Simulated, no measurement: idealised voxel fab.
Name of the process module below: voxel air gaps
FYI the section here is cut, 175 nm wide, cells are 5 nm squares.
How to read a cross-section here: the picture is a grid of square cells, written as bands going from the top down, and any band can span one or more rows of cells.
Top, bottom (nm), then materials left to right with widths (nm); lone material tagged "all across" fills the whole band edge to edge; "blank" = empty space.
Heights from 0 (as-received wafer is one material below). Bottom band endless downward, as "0 down".
Top row gets the first number, bottom row gets the second, and each row in between changes by the same step: that is how a band width like "30->40" works.
A step reported as "nothing got changed" is a step in which no cell of the cross-section changed.
Closed-off voids of 8+ cells (no open route to the top) go in "Sealed internal cavities", written width x height at distance from the left edge, in nm.
Step line, after settings: the simulator's comment on this step.
Each step line may optionally specify "overlay nm", which for a step with a mask gives the rightward distance between the mask's planned place and where it lay, a negative value indicating the leftward direction.

-- This section lists the process steps that were planned
1. RECEIVE with material Si
2. CONFORMAL_DEP with material SiO2, thk nm 15
3. CONFORMAL_DEP with material SiN, thk nm 5
4. DIRECTIONAL_DEP with material SiO2, thk nm 30
5. MASKED_ETCH with tone open, mask id LINES, width nm 15, pitch nm 40, etch materials SiO2, depth nm 30, overlay nm 0
6. CONFORMAL_DEP with material TiN, thk nm 5
7. FILL_DEP with material W, thk nm 10
8. CMP with height nm 50
9. EPI with material Ru, thk nm 10
10. SELECTIVE_ETCH with etch materials SiO2, depth nm 40
11. CONFORMAL_DEP with material SiN, thk nm 5

-- As-received wafer cross-section (after step 1)
- 0 down: Si all across
- Sealed internal cavities: none

-- End state of the module in cross-section, given the above starting point and plan and one mistake in execution
- 55 to 45: SiN all across
- 45 to 0: SiO2 all across
- 0 down: Si all across
- Sealed internal cavities: none
It is concluded that the wafer was processed incorrectly with respect to the plan, in that steps 3 and 4: order swapped relative to plan
